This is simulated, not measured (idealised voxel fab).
Herein follows the process module entitled voxel ribs on slabs.
In the cross-section labelled cut, the width is 285 nm and each square cell is 5 nm.
This document writes a cross-section as a grid whose cells are square, and gives it as bands, listed from the top down; one or more rows of cells form a band. The band entry comprises the height of the band's top followed by the height of its bottom, expressed in nm, and subsequently the band's materials from left to right, each stated together with its width in nm. Where a single material is marked with the word "edge to edge", that material fills the band from edge to edge. The word "blank" represents empty space. We count height from 0. Below that, the starting wafer is all one material. The lowest band never ends at the bottom but goes on down; see "0 -> down" for how that is written. Width: "30..40" (first number = top row, second number = bottom row, same change from row to row of cells). "nothing was modified" (step): cross-section cells unchanged, all of them. "Fully sealed cavities" lists enclosed empty spaces (at least 8 cells, no open path upward to the top), each as width x height at distance from the left edge, in nm. Where a step's line continues beyond its settings, the continuation is a remark by the simulator itself on that step. On any step carrying a mask, the "overlay nm" setting, if present on the step's line, tells how far right of its planned place the mask lay; negative values point to the left.

### Intended process steps
1,RECEIVE [material Si]
2,DIRECTIONAL_DEP [material SiO2] [thk nm 20]
3,DIRECTIONAL_DEP [material polySi] [thk nm 25]
4,PATTERN [tone cover] [mask id RIB] [material resist] [width nm 30] [thk nm 20] [overlay nm 0]
5,DIRECTIONAL_ETCH [etch materials polySi] [depth nm 5]
6,STRIP [etch materials resist]
7,PATTERN [tone cover] [mask id SLAB] [material resist] [width nm 60] [thk nm 15] [overlay nm 0]
8,DIRECTIONAL_ETCH [etch materials polySi] [depth nm 20]
9,STRIP [etch materials resist]
10,FILL_DEP [material SiO2] [thk nm 30]
11,CMP [height nm 65]
12,DIRECTIONAL_DEP [material W] [thk nm 10]
13,PATTERN [tone cover] [mask id HEATER] [material resist] [width nm 40] [thk nm 15] [overlay nm 0]
14,DIRECTIONAL_ETCH [etch materials W] [depth nm 10]
15,STRIP [etch materials resist]
16,CONFORMAL_DEP [material SiN] [thk nm 5]

### This is the cross-section of the wafer as we received it, i.e. after step 1
    0 -> down  Si edge to edge
    Fully sealed cavities: none

### First of two wafers, end-of-module section, run followed plan
    80 -> 75  blank 115, SiN 50, blank 120
    75 -> 70  blank 115, SiN 5, W 40, SiN 5, blank 120
    70 -> 65  SiN 120, W 40, SiN 125
    65 -> 45  SiO2 edge to edge
    45 -> 40  SiO2 125, polySi 30, SiO2 130
    40 -> 20  SiO2 110, polySi 60, SiO2 115
    20 -> 0  SiO2 edge to edge
    0 -> down  Si edge to edge
    Fully sealed cavities: none

### Here is the second of the two wafers cut open at the end of the module - same start, same plan as the first one, but we made one mistake running it
    80 -> 75  blank 110, SiN 50, blank 125
    75 -> 70  blank 110, SiN 5, W 40, SiN 5, blank 125
    70 -> 65  SiN 115, W 40, SiN 130
    65 -> 45  SiO2 edge to edge
    45 -> 40  SiO2 125, polySi 30, SiO2 130
    40 -> 20  SiO2 110, polySi 60, SiO2 115
    20 -> 0  SiO2 edge to edge
    0 -> down  Si edge to edge
    Fully sealed cavities: none
Run error: step 13 did not use the planned setting and instead ran as PATTERN [tone cover] [mask id HEATER] [material resist] [width nm 40] [thk nm 15] [overlay nm -5]
End check, second vs first wafer: material counts in cells match, positions do not.
